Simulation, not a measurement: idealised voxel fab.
Process module heading - voxel self aligned vias
Section shown: cut. Width: 180 nm. Cell size: 5 nm, square.
Each cross-section below is a grid of square cells, stated as bands in top-down order, with one or more rows of cells making up each band. Basically the band line says how high the top is and how high the bottom is, in nm, and then what's in it from left to right, every material with its width in nm. Empty space shows up as "air", and if a single material carries "all across" it runs the full band edge to edge. Heads up on the height convention: 0 is the point under which the incoming wafer is all one material, and the lowest band has no bottom, it just keeps going down, like "z 0 and below". It should be noted that a width expressed as "30->40" varies in equal increments from row to row of cells within the band, taking the value of the first number at the top row and that of the second number at the bottom row. It should be understood that the words "no change occurred", when stated for a given step, signify that the cross-section underwent no change in any of its cells during that step. The list in "Trapped void list" covers empty spaces of 8 cells or more that cannot reach the top through any open way, and it gives each as width x height at distance; the distance is from the left edge, and width, height and distance are in nm. Whatever follows a step's settings on its line is a remark the simulator itself makes about that step. On any step carrying a mask, the "overlay nm" setting, if present on the step's line, tells how far right of its planned place the mask lay; negative values point to the left.

-- The steps planned for the process are as follows
1. RECEIVE [material Si]
2. CONFORMAL_DEP [material SiO2] [thk nm 10]
3. CONFORMAL_DEP [material SiCN] [thk nm 5]
4. DIRECTIONAL_DEP [material SiO2] [thk nm 20]
5. MASKED_ETCH [tone open] [mask id LINES] [width nm 25] [pitch nm 70] [etch materials SiO2] [depth nm 20] [overlay nm 0]
6. CONFORMAL_DEP [material TiN] [thk nm 5]
7. FILL_DEP [material W] [thk nm 10]
8. CMP [height nm 35]
9. SELECTIVE_ETCH [etch materials W Ru TiN] [depth nm 5]
10. FILL_DEP [material SiN] [thk nm 10]
11. CMP [height nm 35]
12. DIRECTIONAL_DEP [material SiO2] [thk nm 20]
13. PATTERN [tone open] [mask id VIAS] [material resist] [width nm 45] [pitch nm 70] [thk nm 15] [overlay nm -15]
14. DIRECTIONAL_ETCH [etch materials SiO2] [depth nm 20]
15. DIRECTIONAL_ETCH [etch materials SiN] [depth nm 5]
16. STRIP [etch materials resist]
17. CONFORMAL_DEP [material TiN] [thk nm 5]
18. FILL_DEP [material Cu] [thk nm 10]
19. CMP [height nm 55]
20. CONFORMAL_DEP [material SiN] [thk nm 5]
varied across the wafers: overlay nm of step 13. The plan shows the first wafer's value. All wafers start alike

-- Incoming state of the first of several wafers in cross-section: after step 1
  z 0 and below = Si all across
  Trapped void list: none

-- Below is a per-wafer table. In it, each row describes the wafer at the end of the module by giving, for each material, the number of cells gained (+) or lost (-) since the wafer was received, and after that the closed voids of the wafer
overlay nm -15 | +46 Cu | +36 SiCN | +38 SiN | +248 SiO2 | +52 TiN | +12 W | Trapped void list: none
overlay nm -10 | +48 Cu | +36 SiCN | +36 SiN | +248 SiO2 | +52 TiN | +12 W | Trapped void list: none
overlay nm -5 | +48 Cu | +36 SiCN | +36 SiN | +248 SiO2 | +52 TiN | +12 W | Trapped void list: none
overlay nm 0 | +48 Cu | +36 SiCN | +36 SiN | +248 SiO2 | +52 TiN | +12 W | Trapped void list: none
overlay nm 5 | +48 Cu | +36 SiCN | +36 SiN | +248 SiO2 | +52 TiN | +12 W | Trapped void list: none
overlay nm 10 | +48 Cu | +36 SiCN | +36 SiN | +248 SiO2 | +52 TiN | +12 W | Trapped void list: none
overlay nm 15 | +46 Cu | +36 SiCN | +38 SiN | +248 SiO2 | +52 TiN | +12 W | Trapped void list: none
